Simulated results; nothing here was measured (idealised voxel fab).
Documented hereafter: the process module known as voxel self aligned contacts.
Section shown: cut. Width: 210 nm. Cell size: 5 nm, square.
Format of a cross-section: grid, square cells. Given as bands. Order: top down. Band: one or more rows of cells.
Within each band entry, the heights of the top and of the bottom of the band appear first, in that order and in nm; the materials of the band then follow from left to right, each with its corresponding width in nm. The designation "throughout" on a single material indicates that it fills the band from edge to edge; the designation "air" indicates empty space.
Convention: height 0 is the level below which the wafer, as received, is all one material. The lowest band does not terminate at the bottom but continues downward, represented as "top 0, no bottom".
Note: "30 to 40" means the width goes from the first number (top row of the band) to the second number (bottom row) in equal steps per row of cells.
"changes: none" (step): cross-section cells unchanged, all of them.
The entry "Unvented cavities" lists the empty spaces that cover at least 8 cells and have no open path to the top. Each is written as width x height at distance, where the distance is measured from the left edge and all three values are in nm.
On a step's line, text after the settings is the simulator commenting on that step.
Among the settings permitted on a step's line is "overlay nm"; applied to a step with a mask, it specifies the extent to which the mask lay to the right of its planned position, whereas a negative figure signifies a position to the left.
### So here's the lineup of process steps we planned
| 1 | RECEIVE,material Si |
| 2 | OXIDIZE,depth nm 5 |
| 3 | DIRECTIONAL_DEP,material polySi,thk nm 30 |
| 4 | DIRECTIONAL_DEP,material SiN,thk nm 15 |
| 5 | DIRECTIONAL_DEP,material aC,thk nm 10 |
| 6 | PATTERN,tone cover,mask id GATE,material resist,width nm 25,pitch nm 55,thk nm 25,overlay nm -15 |
| 7 | DIRECTIONAL_ETCH,etch materials aC,depth nm 10 |
| 8 | STRIP,etch materials resist |
| 9 | DIRECTIONAL_ETCH,etch materials SiN,depth nm 15 |
| 10 | DIRECTIONAL_ETCH,etch materials polySi,depth nm 30 |
| 11 | STRIP,etch materials aC |
| 12 | CONFORMAL_DEP,material SiN,thk nm 5 |
| 13 | DIRECTIONAL_ETCH,etch materials SiN,depth nm 5 |
| 14 | FILL_DEP,material SiO2,thk nm 15 |
| 15 | CMP,height nm 55 |
| 16 | PATTERN,tone open,mask id CONTACT,material resist,width nm 40,pitch nm 55,thk nm 20,overlay nm 0 |
| 17 | DIRECTIONAL_ETCH,etch materials SiO2,depth nm 60 |
| 18 | STRIP,etch materials resist |
| 19 | CONFORMAL_DEP,material TiN,thk nm 5 |
| 20 | FILL_DEP,material Ru,thk nm 10 |
| 21 | CMP,height nm 55 |
| 22 | CONFORMAL_DEP,material SiN,thk nm 5 |
Don't read the plan's overlay nm for step 6 as applying to every wafer: that's the first wafer's value, and the wafers differ in it, though they all start identical.
### Here's the first of the wafers in cross-section, just as we got it, i.e. after step 1
  top 0, no bottom = Si throughout
  Unvented cavities: none
### What follows is a table in which each wafer occupies a row; for the wafer as it stands at the close of the module, the row states, material by material, how many cells have been gained (+) or lost (-) since receipt, and then gives its closed voids
overlay nm -15, +32 Ru, -42 Si, +141 SiN, +223 SiO2, +60 TiN, +90 polySi, Unvented cavities: none
overlay nm -10, +52 Ru, -42 Si, +141 SiN, +203 SiO2, +60 TiN, +90 polySi, Unvented cavities: none
overlay nm -5, +52 Ru, -42 Si, +141 SiN, +203 SiO2, +60 TiN, +90 polySi, Unvented cavities: none
overlay nm 0, +52 Ru, -42 Si, +141 SiN, +203 SiO2, +60 TiN, +90 polySi, Unvented cavities: none
overlay nm 5, +52 Ru, -42 Si, +141 SiN, +203 SiO2, +60 TiN, +90 polySi, Unvented cavities: none
overlay nm 10, +52 Ru, -42 Si, +141 SiN, +203 SiO2, +60 TiN, +90 polySi, Unvented cavities: none
overlay nm 15, +32 Ru, -42 Si, +141 SiN, +223 SiO2, +60 TiN, +90 polySi, Unvented cavities: none
